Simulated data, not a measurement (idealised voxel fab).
process module | voxel capacitor over wiring
cross-section cut | 190 nm wide | cells 5 nm
A cross-section is a grid of square cells, given in bands from the top down. A band is one or more rows of cells.
Each band's line starts with the height of the band's top and of its bottom, in nm. Then come its materials from left to right, each with its width in nm. One material with "throughout" fills the band from edge to edge. "air" is empty space.
Height 0 is the level under which the wafer as received is all one material. The lowest band goes on downwards, as in "0 down".
A width such as "30 to 40" changes by the same amount from each row of cells to the next, from the band's top row to its bottom row.
"no change" after a step means that no cell of the cross-section changed.
closed voids: empty space of 8 cells or more with no open way to the top, each as width x height at its distance from the left edge, in nm
after a step's settings: what the simulator itself notes on the step
overlay nm, on a step with a mask: how far to the right of its planned place the mask lay; to the left if negative
plan
1 op RECEIVE | material Si
2 op CONFORMAL_DEP | material SiO2 | thk nm 15
3 op CONFORMAL_DEP | material SiCN | thk nm 5
4 op DIRECTIONAL_DEP | material lowk | thk nm 25
5 op PATTERN | tone open | mask id METAL_1 | material resist | width nm 25 | pitch nm 75 | thk nm 20 | overlay nm 0
6 op DIRECTIONAL_ETCH | etch materials lowk | depth nm 25
7 op DIRECTIONAL_ETCH | etch materials SiCN | depth nm 5
8 op STRIP | etch materials resist
9 op CONFORMAL_DEP | material TiN | thk nm 5
10 op FILL_DEP | material Ru | thk nm 10
11 op CMP | height nm 45
12 op CONFORMAL_DEP | material SiCN | thk nm 5
13 op DIRECTIONAL_DEP | material lowk | thk nm 15
14 op PATTERN | tone open | mask id PLUG_1 | material resist | width nm 15 | thk nm 15 | overlay nm 0
15 op DIRECTIONAL_ETCH | etch materials lowk | depth nm 15
16 op DIRECTIONAL_ETCH | etch materials SiCN | depth nm 5
17 op STRIP | etch materials resist
18 op EPI | material Ru | thk nm 10
19 op EPI | material Ru | thk nm 10
20 op DIRECTIONAL_DEP | material TiN | thk nm 10
21 op DIRECTIONAL_DEP | material Al2O3 | thk nm 5
22 op DIRECTIONAL_DEP | material TiN | thk nm 10
23 op PATTERN | tone cover | mask id UPPER_PLATE | material resist | width nm 55 | thk nm 20 | overlay nm 0
24 op DIRECTIONAL_ETCH | etch materials TiN | depth nm 10
25 op DIRECTIONAL_ETCH | etch materials Al2O3 | depth nm 5
26 op STRIP | etch materials resist
27 op MASKED_ETCH | tone cover | mask id LOWER_PLATE | width nm 65 | etch materials TiN | depth nm 10 | overlay nm 0
28 op FILL_DEP | material SiO2 | thk nm 15
29 op CMP | height nm 100
30 op MASKED_ETCH | tone open | mask id PLUG_2 | width nm 15 | etch materials SiO2 | depth nm 10 | overlay nm 0
31 op CONFORMAL_DEP | material TiN | thk nm 5
32 op FILL_DEP | material W | thk nm 5
33 op CMP | height nm 100
34 op CONFORMAL_DEP | material SiN | thk nm 5
as received, after step 1
  0 down: Si throughout
  closed voids: none
first wafer at the end, as planned
  105 to 100: SiN throughout
  100 to 95: SiO2 65 | TiN 5 | W 5 | TiN 5 | SiO2 110
  95 to 90: SiO2 65 | TiN 15 | SiO2 110
  90 to 80: SiO2 55 | TiN 55 | SiO2 80
  80 to 75: SiO2 55 | Al2O3 55 | SiO2 80
  75 to 65: SiO2 50 | TiN 65 | SiO2 75
  65 to 50: lowk 55 | Ru 15 | lowk 120
  50 to 45: SiCN 55 | Ru 15 | SiCN 120
  45 to 20: lowk 45 | TiN 5 | Ru 15 | TiN 5 | lowk 50 | TiN 5 | Ru 15 | TiN 5 | lowk 45
  20 to 15: SiCN 45 | TiN 25 | SiCN 50 | TiN 25 | SiCN 45
  15 to 0: SiO2 throughout
  0 down: Si throughout
  closed voids: none
second wafer at the end: like start, like plan, one mistake
  105 to 100: SiN throughout
  100 to 95: SiO2 65 | TiN 5 | W 5 | TiN 5 | SiO2 110
  95 to 90: SiO2 65 | TiN 15 | SiO2 110
  90 to 80: SiO2 55 | TiN 55 | SiO2 80
  80 to 75: SiO2 throughout
  75 to 65: TiN throughout
  65 to 50: lowk 55 | Ru 15 | lowk 120
  50 to 45: SiCN 55 | Ru 15 | SiCN 120
  45 to 20: lowk 45 | TiN 5 | Ru 15 | TiN 5 | lowk 50 | TiN 5 | Ru 15 | TiN 5 | lowk 45
  20 to 15: SiCN 45 | TiN 25 | SiCN 50 | TiN 25 | SiCN 45
  15 to 0: SiO2 throughout
  0 down: Si throughout
  closed voids: none
what went wrong: step 21 ran as: op DIRECTIONAL_DEP | material SiO2 | thk nm 5
at the end the second wafer has, in cells: 11 fewer of Al2O3 | 39 fewer of SiO2 | 50 more of TiN
